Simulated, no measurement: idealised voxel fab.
The document below concerns the process module designated voxel capacitor over wiring.
FYI the section here is cut, 225 nm wide, cells are 5 nm squares.
Cross-section, as written here: a square-cell grid given band by band from the top down, where a band holds one or more rows of cells. Band entry format. Leading values: height of top, height of bottom, nm. Remainder: materials in left-to-right order, each with its width in nm. Special words: "edge to edge" on a single material, which then fills the band edge to edge; "air", empty space. Beneath 0, the wafer as received is one material, and that level is where height counting begins. The lowest band goes on downward without a bottom; it is written like "0 and below". The width entry "30->40" should be interpreted row by row: the top row of cells in the band takes the first number, the bottom row takes the second number, and the change between adjacent rows is uniform throughout. Any step labelled "no alterations made" changed none of the cells in the cross-section. Empty spaces without an open route to the top, at least 8 cells in extent, make up the entry "Enclosed cavities"; each is given as width x height at distance, where the distance is measured from the left edge, and all are in nm. What comes after the settings on a step's line is commentary from the simulator itself on that step. Each step line may optionally specify "overlay nm", which for a step with a mask gives the rightward distance between the mask's planned place and where it lay, a negative value indicating the leftward direction.
LISTED BELOW ARE THE PROCESS STEPS AS PLANNED
| 1 | RECEIVE with material Si |
| 2 | CONFORMAL_DEP with material SiO2, thk nm 15 |
| 3 | CONFORMAL_DEP with material SiCN, thk nm 5 |
| 4 | DIRECTIONAL_DEP with material SiO2, thk nm 20 |
| 5 | PATTERN with tone open, mask id METAL_1, material resist, width nm 30, pitch nm 95, thk nm 15, overlay nm 0 |
| 6 | DIRECTIONAL_ETCH with etch materials SiO2, depth nm 20 |
| 7 | DIRECTIONAL_ETCH with etch materials SiCN, depth nm 5 |
| 8 | STRIP with etch materials resist |
| 9 | CONFORMAL_DEP with material TiN, thk nm 5 |
| 10 | FILL_DEP with material Cu, thk nm 10 |
| 11 | CMP with height nm 40 |
| 12 | EPI with material Ru, thk nm 5 |
| 13 | FILL_DEP with material SiCN, thk nm 5 |
| 14 | DIRECTIONAL_DEP with material lowk, thk nm 15 |
| 15 | MASKED_ETCH with tone open, mask id PLUG_1, width nm 15, etch materials lowk, depth nm 15, overlay nm 0 |
| 16 | MASKED_ETCH with tone open, mask id PLUG_1, width nm 15, etch materials SiCN, depth nm 5, overlay nm 0 |
| 17 | CONFORMAL_DEP with material TiN, thk nm 5 |
| 18 | FILL_DEP with material Ru, thk nm 10 |
| 19 | CMP with height nm 65 |
| 20 | DIRECTIONAL_DEP with material TiN, thk nm 5 |
| 21 | DIRECTIONAL_DEP with material SiN, thk nm 5 |
| 22 | DIRECTIONAL_DEP with material TiN, thk nm 10 |
| 23 | PATTERN with tone cover, mask id UPPER_PLATE, material resist, width nm 70, thk nm 15, overlay nm 0 |
| 24 | DIRECTIONAL_ETCH with etch materials TiN, depth nm 10 |
| 25 | DIRECTIONAL_ETCH with etch materials SiN, depth nm 5 |
| 26 | STRIP with etch materials resist |
| 27 | PATTERN with tone cover, mask id LOWER_PLATE, material resist, width nm 80, thk nm 20, overlay nm 0 |
| 28 | DIRECTIONAL_ETCH with etch materials TiN, depth nm 5 |
| 29 | STRIP with etch materials resist |
| 30 | FILL_DEP with material SiO2, thk nm 20 |
| 31 | CMP with height nm 100 |
| 32 | DIRECTIONAL_DEP with material aC, thk nm 10 |
| 33 | PATTERN with tone open, mask id PLUG_2, material resist, width nm 15, thk nm 30, overlay nm 0 |
| 34 | DIRECTIONAL_ETCH with etch materials aC, depth nm 10 |
| 35 | STRIP with etch materials resist |
| 36 | DIRECTIONAL_ETCH with etch materials SiO2, depth nm 15 |
| 37 | STRIP with etch materials aC |
| 38 | CONFORMAL_DEP with material TiN, thk nm 5 |
| 39 | FILL_DEP with material W, thk nm 5 |
| 40 | CMP with height nm 100 |
| 41 | CONFORMAL_DEP with material SiCN, thk nm 5 |
CROSS-SECTIONAL VIEW OF THE WAFER IN ITS AS-RECEIVED CONDITION, CORRESPONDING TO THE STATE AFTER STEP 1
	0 and below = Si edge to edge
	Enclosed cavities: none
CROSS-SECTIONAL RESULT AFTER MODULE COMPLETION. NOTE: STARTING CONDITION AND PLAN ARE UNCHANGED FROM ABOVE; ONE PROCESSING MISTAKE WAS MADE
	105 down to 100 = SiCN edge to edge
	100 down to 90 = SiO2: 75, TiN: 5, W: 5, TiN: 5, SiO2: 135
	90 down to 85 = SiO2: 75, TiN: 15, SiO2: 135
	85 down to 80 = SiO2 edge to edge
	80 down to 75 = SiO2: 65, TiN: 70, SiO2: 90
	75 down to 70 = SiO2: 65, SiN: 70, SiO2: 90
	70 down to 65 = TiN: 60, SiO2: 5, TiN: 70, SiO2: 5, TiN: 85
	65 down to 50 = lowk: 65, TiN: 5, Ru: 5, TiN: 5, lowk: 145
	50 down to 45 = SiCN: 65, TiN: 15, SiCN: 145
	45 down to 40 = SiCN: 45, Ru: 40, SiCN: 55, Ru: 40, SiCN: 45
	40 down to 20 = SiO2: 50, TiN: 5, Cu: 20, TiN: 5, SiO2: 65, TiN: 5, Cu: 20, TiN: 5, SiO2: 50
	20 down to 15 = SiCN: 50, TiN: 30, SiCN: 65, TiN: 30, SiCN: 50
	15 down to 0 = SiO2 edge to edge
	0 and below = Si edge to edge
	Enclosed cavities: none
Plan not followed: it should be noted that step 27 was executed with settings other than those planned, the operation and settings actually applied being PATTERN with tone open, mask id LOWER_PLATE, material resist, width nm 80, thk nm 20, overlay nm 0
